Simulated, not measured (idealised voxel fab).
The process module presented herein is designated voxel fin reveal.
The figure presents cross-section cut, which has a width of 275 nm and is divided into square cells with an edge length of 5 nm.
A cross-section is a grid of square cells, given in bands from the top down. A band is one or more rows of cells. Within each band entry, the heights of the top and of the bottom of the band appear first, in that order and in nm; the materials of the band then follow from left to right, each with its corresponding width in nm. The designation "throughout" on a single material indicates that it fills the band from edge to edge; the designation "air" indicates empty space. Basically, 0 is our baseline, since under it the wafer straight out of the box is all one material. The bottom band has no lower end and keeps on going down, so it looks like "z 0 and below". So if you see something like "30 to 40" for the width, read it as the top row of the band sitting at the first number and the bottom row at the second, with every row in between moving by the same amount as the last. Where the words "everything unchanged" appear for a step, the cross-section shows no cell changed by that step; every cell remained as before. Basically, "Closed internal voids" tells you about the enclosed voids: empty spaces with no open way to the top, 8 cells or bigger, each written width x height at distance, where distance is from the left edge, all in nm. Whatever follows a step's settings on its line is a remark the simulator itself makes about that step. overlay nm: where the mask lay relative to plan, measured to the right, on steps with a mask; negatives go left.
# So here's the lineup of process steps we planned
1,RECEIVE, material Si
2,CONFORMAL_DEP, material SiN, thk nm 5
3,DIRECTIONAL_DEP, material aC, thk nm 10
4,PATTERN, tone cover, mask id FINS, material resist, width nm 15, pitch nm 35, thk nm 25, overlay nm 0
5,DIRECTIONAL_ETCH, etch materials aC, depth nm 10
6,STRIP, etch materials resist
7,DIRECTIONAL_ETCH, etch materials SiN, depth nm 5
8,DIRECTIONAL_ETCH, etch materials Si, depth nm 35
9,STRIP, etch materials aC
10,FILL_DEP, material SiO2, thk nm 5
11,CMP, height nm 5
12,SELECTIVE_ETCH, etch materials SiO2, depth nm 15
13,STRIP, etch materials SiN
14,CONFORMAL_DEP, material SiO2, thk nm 5
# First of two wafers: run as planned
# As received (post step 1): cross-section
z 0 and below: Si throughout
Closed internal voids: none
# You're looking at a cross-section of the wafer after step 2
z 5 to 0: SiN throughout
Unchanged below 0.
# You're looking at a cross-section of the wafer after step 3
z 15 to 5: aC throughout
Unchanged below 5.
# You're looking at a cross-section of the wafer after step 4
z 40 to 15: air=95  resist=15  air=20  resist=15  air=20  resist=15  air=95
Unchanged below 15.
# You're looking at a cross-section of the wafer after step 5
z 30 to 15: air=95  resist=15  air=20  resist=15  air=20  resist=15  air=95
z 15 to 5: air=95  aC=15  air=20  aC=15  air=20  aC=15  air=95
Unchanged below 5.
# You're looking at a cross-section of the wafer after step 6
z 15 to 5: air=95  aC=15  air=20  aC=15  air=20  aC=15  air=95
Unchanged below 5.
# You're looking at a cross-section of the wafer after step 7
z 15 to 5: air=95  aC=15  air=20  aC=15  air=20  aC=15  air=95
z 5 to 0: air=95  SiN=15  air=20  SiN=15  air=20  SiN=15  air=95
Unchanged below 0.
# You're looking at a cross-section of the wafer after step 8
z 15 to 5: air=95  aC=15  air=20  aC=15  air=20  aC=15  air=95
z 5 to 0: air=95  SiN=15  air=20  SiN=15  air=20  SiN=15  air=95
z 0 to -35: air=95  Si=15  air=20  Si=15  air=20  Si=15  air=95
Unchanged below -35.
# You're looking at a cross-section of the wafer after step 9
z 5 to 0: air=95  SiN=15  air=20  SiN=15  air=20  SiN=15  air=95
Unchanged below 0.
# You're looking at a cross-section of the wafer after step 10
z 10 to 5: SiO2 throughout
z 5 to 0: SiO2=95  SiN=15  SiO2=20  SiN=15  SiO2=20  SiN=15  SiO2=95
z 0 to -35: SiO2=95  Si=15  SiO2=20  Si=15  SiO2=20  Si=15  SiO2=95
Unchanged below -35.
# You're looking at a cross-section of the wafer after step 11
z 5 to 0: SiO2=95  SiN=15  SiO2=20  SiN=15  SiO2=20  SiN=15  SiO2=95
Unchanged below 0.
# You're looking at a cross-section of the wafer after step 12
z 5 to 0: air=95  SiN=15  air=20  SiN=15  air=20  SiN=15  air=95
z 0 to -10: air=95  Si=15  air=20  Si=15  air=20  Si=15  air=95
Unchanged below -10.
# You're looking at a cross-section of the wafer after step 13
z 0 to -10: air=95  Si=15  air=20  Si=15  air=20  Si=15  air=95
Unchanged below -10.
# You're looking at a cross-section of the wafer after step 14
z 5 to 0: air=90  SiO2=25  air=10  SiO2=25  air=10  SiO2=25  air=90
z 0 to -5: air=90  SiO2=5  Si=15  SiO2=5  air=10  SiO2=5  Si=15  SiO2=5  air=10  SiO2=5  Si=15  SiO2=5  air=90
z -5 to -35: SiO2=95  Si=15  SiO2=20  Si=15  SiO2=20  Si=15  SiO2=95
Unchanged below -35.
# What follows concerns the second wafer, which started out like the first and was meant to follow the very same plan; one mistake crept in when it was run, but everything up to and including step 12 is the same as for the first wafer
# Second wafer, cut view, end of step 13 per plan
z 5 to 0: air=95  SiN=15  air=20  SiN=15  air=20  SiN=15  air=95
z 0 to -35: air=95  Si=15  air=20  Si=15  air=20  Si=15  air=95
Unchanged below -35.
# Second wafer, cut view, end of step 14 per plan
z 10 to 5: air=90  SiO2=25  air=10  SiO2=25  air=10  SiO2=25  air=90
z 5 to 0: air=90  SiO2=5  SiN=15  SiO2=5  air=10  SiO2=5  SiN=15  SiO2=5  air=10  SiO2=5  SiN=15  SiO2=5  air=90
z 0 to -30: air=90  SiO2=5  Si=15  SiO2=5  air=10  SiO2=5  Si=15  SiO2=5  air=10  SiO2=5  Si=15  SiO2=5  air=90
z -30 to -35: SiO2=95  Si=15  SiO2=20  Si=15  SiO2=20  Si=15  SiO2=95
Unchanged below -35.
So what did we get wrong on this run? step 13: run off-plan, actual operation and settings STRIP, etch materials SiO2
Count the cells at the end and the second wafer has more or fewer of some materials than the first: +9 SiN, -194 SiO2
